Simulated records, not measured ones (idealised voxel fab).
process module | voxel wiring stack
cross-section cut | 275 nm wide | cells 5 nm
A cross-section is a grid of square cells, given in bands from the top down. A band is one or more rows of cells.
Each band's line starts with the height of the band's top and of its bottom, in nm. Then come its materials from left to right, each with its width in nm. One material with "throughout" fills the band from edge to edge. "air" is empty space.
Height 0 is the level under which the wafer as received is all one material. The lowest band goes on downwards, as in "0 down".
A width such as "30 to 40" changes by the same amount from each row of cells to the next, from the band's top row to its bottom row.
"no change" after a step means that no cell of the cross-section changed.
closed voids: empty space of 8 cells or more with no open way to the top, each as width x height at its distance from the left edge, in nm
after a step's settings: what the simulator itself notes on the step
overlay nm, on a step with a mask: how far to the right of its planned place the mask lay; to the left if negative
plan
1 op RECEIVE | material Si
2 op CONFORMAL_DEP | material SiO2 | thk nm 10
3 op DIRECTIONAL_DEP | material TiN | thk nm 5
4 op DIRECTIONAL_DEP | material Ru | thk nm 20
5 op DIRECTIONAL_DEP | material aC | thk nm 10
6 op PATTERN | tone cover | mask id METAL_1 | material resist | width nm 25 | pitch nm 40 | thk nm 25 | overlay nm 0
7 op DIRECTIONAL_ETCH | etch materials aC | depth nm 10
8 op STRIP | etch materials resist
9 op DIRECTIONAL_ETCH | etch materials Ru | depth nm 20
10 op DIRECTIONAL_ETCH | etch materials TiN | depth nm 5
11 op STRIP | etch materials aC
12 op CONFORMAL_DEP | material SiN | thk nm 5
13 op FILL_DEP | material lowk | thk nm 5
14 op CMP | height nm 35
15 op CONFORMAL_DEP | material SiCN | thk nm 5
16 op DIRECTIONAL_DEP | material lowk | thk nm 20
17 op PATTERN | tone open | mask id PLUG_1 | material resist | width nm 15 | pitch nm 80 | thk nm 20 | overlay nm 0
18 op DIRECTIONAL_ETCH | etch materials lowk | depth nm 20
19 op DIRECTIONAL_ETCH | etch materials SiCN | depth nm 5
20 op STRIP | etch materials resist
21 op EPI | material Ru | thk nm 10
22 op EPI | material Ru | thk nm 10
23 op EPI | material Ru | thk nm 5
24 op DIRECTIONAL_DEP | material TiN | thk nm 5
25 op DIRECTIONAL_DEP | material W | thk nm 25
26 op DIRECTIONAL_DEP | material aC | thk nm 10
27 op PATTERN | tone cover | mask id METAL_2 | material resist | width nm 25 | pitch nm 40 | thk nm 30 | overlay nm 0
28 op DIRECTIONAL_ETCH | etch materials aC | depth nm 10
29 op STRIP | etch materials resist
30 op DIRECTIONAL_ETCH | etch materials W | depth nm 25
31 op DIRECTIONAL_ETCH | etch materials TiN | depth nm 5
32 op STRIP | etch materials aC
33 op FILL_DEP | material lowk | thk nm 10
34 op CMP | height nm 90
35 op CONFORMAL_DEP | material SiN | thk nm 5
first wafer, as planned
as received, after step 1
  0 down: Si throughout
  closed voids: none
after step 2
  10 to 0: SiO2 throughout
  below 0: unchanged
after step 3
  15 to 10: TiN throughout
  below 10: unchanged
after step 4
  35 to 15: Ru throughout
  below 15: unchanged
after step 5
  45 to 35: aC throughout
  below 35: unchanged
after step 6
  70 to 45: air 65 | resist 25 | air 15 | resist 25 | air 15 | resist 25 | air 15 | resist 25 | air 65
  below 45: unchanged
after step 7
  60 to 45: air 65 | resist 25 | air 15 | resist 25 | air 15 | resist 25 | air 15 | resist 25 | air 65
  45 to 35: air 65 | aC 25 | air 15 | aC 25 | air 15 | aC 25 | air 15 | aC 25 | air 65
  below 35: unchanged
after step 8
  45 to 35: air 65 | aC 25 | air 15 | aC 25 | air 15 | aC 25 | air 15 | aC 25 | air 65
  below 35: unchanged
after step 9
  45 to 35: air 65 | aC 25 | air 15 | aC 25 | air 15 | aC 25 | air 15 | aC 25 | air 65
  35 to 15: air 65 | Ru 25 | air 15 | Ru 25 | air 15 | Ru 25 | air 15 | Ru 25 | air 65
  below 15: unchanged
after step 10
  45 to 35: air 65 | aC 25 | air 15 | aC 25 | air 15 | aC 25 | air 15 | aC 25 | air 65
  35 to 15: air 65 | Ru 25 | air 15 | Ru 25 | air 15 | Ru 25 | air 15 | Ru 25 | air 65
  15 to 10: air 65 | TiN 25 | air 15 | TiN 25 | air 15 | TiN 25 | air 15 | TiN 25 | air 65
  below 10: unchanged
after step 11
  35 to 15: air 65 | Ru 25 | air 15 | Ru 25 | air 15 | Ru 25 | air 15 | Ru 25 | air 65
  below 15: unchanged
after step 12
  40 to 35: air 60 | SiN 35 | air 5 | SiN 35 | air 5 | SiN 35 | air 5 | SiN 35 | air 60
  35 to 15: air 60 | SiN 5 | Ru 25 | SiN 5 | air 5 | SiN 5 | Ru 25 | SiN 5 | air 5 | SiN 5 | Ru 25 | SiN 5 | air 5 | SiN 5 | Ru 25 | SiN 5 | air 60
  15 to 10: SiN 65 | TiN 25 | SiN 15 | TiN 25 | SiN 15 | TiN 25 | SiN 15 | TiN 25 | SiN 65
  below 10: unchanged
after step 13
  45 to 40: lowk throughout
  40 to 35: lowk 60 | SiN 35 | lowk 5 | SiN 35 | lowk 5 | SiN 35 | lowk 5 | SiN 35 | lowk 60
  35 to 15: lowk 60 | SiN 5 | Ru 25 | SiN 5 | lowk 5 | SiN 5 | Ru 25 | SiN 5 | lowk 5 | SiN 5 | Ru 25 | SiN 5 | lowk 5 | SiN 5 | Ru 25 | SiN 5 | lowk 60
  below 15: unchanged
after step 14
  35 to 15: lowk 60 | SiN 5 | Ru 25 | SiN 5 | lowk 5 | SiN 5 | Ru 25 | SiN 5 | lowk 5 | SiN 5 | Ru 25 | SiN 5 | lowk 5 | SiN 5 | Ru 25 | SiN 5 | lowk 60
  below 15: unchanged
after step 15
  40 to 35: SiCN throughout
  below 35: unchanged
after step 16
  60 to 40: lowk throughout
  below 40: unchanged
after step 17
  80 to 60: resist 65 | air 15 | resist 65 | air 15 | resist 115
  below 60: unchanged
after step 18
  80 to 60: resist 65 | air 15 | resist 65 | air 15 | resist 115
  60 to 40: lowk 65 | air 15 | lowk 65 | air 15 | lowk 115
  below 40: unchanged
after step 19
  80 to 60: resist 65 | air 15 | resist 65 | air 15 | resist 115
  60 to 40: lowk 65 | air 15 | lowk 65 | air 15 | lowk 115
  40 to 35: SiCN 65 | air 15 | SiCN 65 | air 15 | SiCN 115
  below 35: unchanged
after step 20
  60 to 40: lowk 65 | air 15 | lowk 65 | air 15 | lowk 115
  below 40: unchanged
after step 21
  60 to 45: lowk 65 | air 15 | lowk 65 | air 15 | lowk 115
  45 to 40: lowk 65 | Ru 15 | lowk 65 | Ru 15 | lowk 115
  40 to 35: SiCN 65 | Ru 15 | SiCN 65 | Ru 15 | SiCN 115
  below 35: unchanged
after step 22
  60 to 55: lowk 65 | air 15 | lowk 65 | air 15 | lowk 115
  55 to 40: lowk 65 | Ru 15 | lowk 65 | Ru 15 | lowk 115
  below 40: unchanged
after step 23
  60 to 40: lowk 65 | Ru 15 | lowk 65 | Ru 15 | lowk 115
  below 40: unchanged
after step 24
  65 to 60: TiN throughout
  below 60: unchanged
after step 25
  90 to 65: W throughout
  below 65: unchanged
after step 26
  100 to 90: aC throughout
  below 90: unchanged
after step 27
  130 to 100: air 65 | resist 25 | air 15 | resist 25 | air 15 | resist 25 | air 15 | resist 25 | air 65
  below 100: unchanged
after step 28
  120 to 100: air 65 | resist 25 | air 15 | resist 25 | air 15 | resist 25 | air 15 | resist 25 | air 65
  100 to 90: air 65 | aC 25 | air 15 | aC 25 | air 15 | aC 25 | air 15 | aC 25 | air 65
  below 90: unchanged
after step 29
  100 to 90: air 65 | aC 25 | air 15 | aC 25 | air 15 | aC 25 | air 15 | aC 25 | air 65
  below 90: unchanged
after step 30
  100 to 90: air 65 | aC 25 | air 15 | aC 25 | air 15 | aC 25 | air 15 | aC 25 | air 65
  90 to 65: air 65 | W 25 | air 15 | W 25 | air 15 | W 25 | air 15 | W 25 | air 65
  below 65: unchanged
after step 31
  100 to 90: air 65 | aC 25 | air 15 | aC 25 | air 15 | aC 25 | air 15 | aC 25 | air 65
  90 to 65: air 65 | W 25 | air 15 | W 25 | air 15 | W 25 | air 15 | W 25 | air 65
  65 to 60: air 65 | TiN 25 | air 15 | TiN 25 | air 15 | TiN 25 | air 15 | TiN 25 | air 65
  below 60: unchanged
after step 32
  90 to 65: air 65 | W 25 | air 15 | W 25 | air 15 | W 25 | air 15 | W 25 | air 65
  below 65: unchanged
after step 33
  100 to 90: lowk throughout
  90 to 65: lowk 65 | W 25 | lowk 15 | W 25 | lowk 15 | W 25 | lowk 15 | W 25 | lowk 65
  65 to 60: lowk 65 | TiN 25 | lowk 15 | TiN 25 | lowk 15 | TiN 25 | lowk 15 | TiN 25 | lowk 65
  below 60: unchanged
after step 34
  90 to 65: lowk 65 | W 25 | lowk 15 | W 25 | lowk 15 | W 25 | lowk 15 | W 25 | lowk 65
  below 65: unchanged
after step 35
  95 to 90: SiN throughout
  below 90: unchanged
second wafer: like start, like plan, one mistake. Through step 2 it matches the first wafer
when step 3 should have ended: no change
when step 4 should have ended
  30 to 10: Ru throughout
  below 10: unchanged
when step 5 should have ended
  40 to 30: aC throughout
  below 30: unchanged
when step 6 should have ended
  65 to 40: air 65 | resist 25 | air 15 | resist 25 | air 15 | resist 25 | air 15 | resist 25 | air 65
  below 40: unchanged
when step 7 should have ended
  55 to 40: air 65 | resist 25 | air 15 | resist 25 | air 15 | resist 25 | air 15 | resist 25 | air 65
  40 to 30: air 65 | aC 25 | air 15 | aC 25 | air 15 | aC 25 | air 15 | aC 25 | air 65
  below 30: unchanged
when step 8 should have ended
  40 to 30: air 65 | aC 25 | air 15 | aC 25 | air 15 | aC 25 | air 15 | aC 25 | air 65
  below 30: unchanged
when step 9 should have ended
  40 to 30: air 65 | aC 25 | air 15 | aC 25 | air 15 | aC 25 | air 15 | aC 25 | air 65
  30 to 10: air 65 | Ru 25 | air 15 | Ru 25 | air 15 | Ru 25 | air 15 | Ru 25 | air 65
  below 10: unchanged
when step 10 should have ended: no change
when step 11 should have ended
  30 to 10: air 65 | Ru 25 | air 15 | Ru 25 | air 15 | Ru 25 | air 15 | Ru 25 | air 65
  below 10: unchanged
when step 12 should have ended
  35 to 30: air 60 | SiN 35 | air 5 | SiN 35 | air 5 | SiN 35 | air 5 | SiN 35 | air 60
  30 to 15: air 60 | SiN 5 | Ru 25 | SiN 5 | air 5 | SiN 5 | Ru 25 | SiN 5 | air 5 | SiN 5 | Ru 25 | SiN 5 | air 5 | SiN 5 | Ru 25 | SiN 5 | air 60
  15 to 10: SiN 65 | Ru 25 | SiN 15 | Ru 25 | SiN 15 | Ru 25 | SiN 15 | Ru 25 | SiN 65
  below 10: unchanged
when step 13 should have ended
  40 to 35: lowk throughout
  35 to 30: lowk 60 | SiN 35 | lowk 5 | SiN 35 | lowk 5 | SiN 35 | lowk 5 | SiN 35 | lowk 60
  30 to 15: lowk 60 | SiN 5 | Ru 25 | SiN 5 | lowk 5 | SiN 5 | Ru 25 | SiN 5 | lowk 5 | SiN 5 | Ru 25 | SiN 5 | lowk 5 | SiN 5 | Ru 25 | SiN 5 | lowk 60
  below 15: unchanged
when step 14 should have ended
  35 to 30: lowk 60 | SiN 35 | lowk 5 | SiN 35 | lowk 5 | SiN 35 | lowk 5 | SiN 35 | lowk 60
  below 30: unchanged
when step 15 should have ended
  40 to 35: SiCN throughout
  below 35: unchanged
when step 16 should have ended
  60 to 40: lowk throughout
  below 40: unchanged
when step 17 should have ended
  80 to 60: resist 65 | air 15 | resist 65 | air 15 | resist 115
  below 60: unchanged
when step 18 should have ended
  80 to 60: resist 65 | air 15 | resist 65 | air 15 | resist 115
  60 to 40: lowk 65 | air 15 | lowk 65 | air 15 | lowk 115
  below 40: unchanged
when step 19 should have ended
  80 to 60: resist 65 | air 15 | resist 65 | air 15 | resist 115
  60 to 40: lowk 65 | air 15 | lowk 65 | air 15 | lowk 115
  40 to 35: SiCN 65 | air 15 | SiCN 65 | air 15 | SiCN 115
  below 35: unchanged
when step 20 should have ended
  60 to 40: lowk 65 | air 15 | lowk 65 | air 15 | lowk 115
  below 40: unchanged
when step 21 should have ended: no change
when step 22 should have ended: no change
when step 23 should have ended: no change
when step 24 should have ended
  65 to 60: TiN 65 | air 15 | TiN 65 | air 15 | TiN 115
  60 to 40: lowk 65 | air 15 | lowk 65 | air 15 | lowk 115
  40 to 35: SiCN 65 | TiN 15 | SiCN 65 | TiN 15 | SiCN 115
  below 35: unchanged
when step 25 should have ended
  90 to 65: W 65 | air 15 | W 65 | air 15 | W 115
  65 to 60: TiN 65 | W 15 | TiN 65 | W 15 | TiN 115
  60 to 40: lowk 65 | W 15 | lowk 65 | W 15 | lowk 115
  below 40: unchanged
when step 26 should have ended
  100 to 90: aC 65 | air 15 | aC 65 | air 15 | aC 115
  90 to 75: W 65 | air 15 | W 65 | air 15 | W 115
  75 to 65: W 65 | aC 15 | W 65 | aC 15 | W 115
  below 65: unchanged
when step 27 should have ended
  130 to 100: air 65 | resist 25 | air 15 | resist 25 | air 15 | resist 25 | air 15 | resist 25 | air 65
  100 to 90: aC 65 | resist 15 | aC 65 | resist 15 | aC 115
  90 to 75: W 65 | resist 15 | W 65 | resist 15 | W 115
  below 75: unchanged
when step 28 should have ended
  120 to 100: air 65 | resist 25 | air 15 | resist 25 | air 15 | resist 25 | air 15 | resist 25 | air 65
  100 to 90: air 65 | resist 15 | aC 10 | air 15 | aC 25 | air 15 | resist 15 | aC 10 | air 15 | aC 25 | air 65
  below 90: unchanged
when step 29 should have ended
  100 to 90: air 80 | aC 10 | air 15 | aC 25 | air 30 | aC 10 | air 15 | aC 25 | air 65
  90 to 75: W 65 | air 15 | W 65 | air 15 | W 115
  below 75: unchanged
when step 30 should have ended
  100 to 90: air 80 | aC 10 | air 15 | aC 25 | air 30 | aC 10 | air 15 | aC 25 | air 65
  90 to 75: air 80 | W 10 | air 15 | W 25 | air 30 | W 10 | air 15 | W 25 | air 65
  75 to 65: air 65 | aC 15 | W 10 | air 15 | W 25 | air 15 | aC 15 | W 10 | air 15 | W 25 | air 65
  below 65: unchanged
when step 31 should have ended
  100 to 90: air 80 | aC 10 | air 15 | aC 25 | air 30 | aC 10 | air 15 | aC 25 | air 65
  90 to 75: air 80 | W 10 | air 15 | W 25 | air 30 | W 10 | air 15 | W 25 | air 65
  75 to 65: air 65 | aC 15 | W 10 | air 15 | W 25 | air 15 | aC 15 | W 10 | air 15 | W 25 | air 65
  65 to 60: air 65 | W 15 | TiN 10 | air 15 | TiN 25 | air 15 | W 15 | TiN 10 | air 15 | TiN 25 | air 65
  below 60: unchanged
when step 32 should have ended
  90 to 65: air 80 | W 10 | air 15 | W 25 | air 30 | W 10 | air 15 | W 25 | air 65
  below 65: unchanged
when step 33 should have ended
  100 to 90: lowk throughout
  90 to 65: lowk 80 | W 10 | lowk 15 | W 25 | lowk 30 | W 10 | lowk 15 | W 25 | lowk 65
  65 to 60: lowk 65 | W 15 | TiN 10 | lowk 15 | TiN 25 | lowk 15 | W 15 | TiN 10 | lowk 15 | TiN 25 | lowk 65
  below 60: unchanged
when step 34 should have ended
  90 to 65: lowk 80 | W 10 | lowk 15 | W 25 | lowk 30 | W 10 | lowk 15 | W 25 | lowk 65
  below 65: unchanged
when step 35 should have ended
  95 to 90: SiN throughout
  below 90: unchanged
what went wrong: step 3 was left out
at the end the second wafer has, in cells: 30 fewer of Ru | 20 more of SiN | 20 fewer of TiN | 30 more of lowk
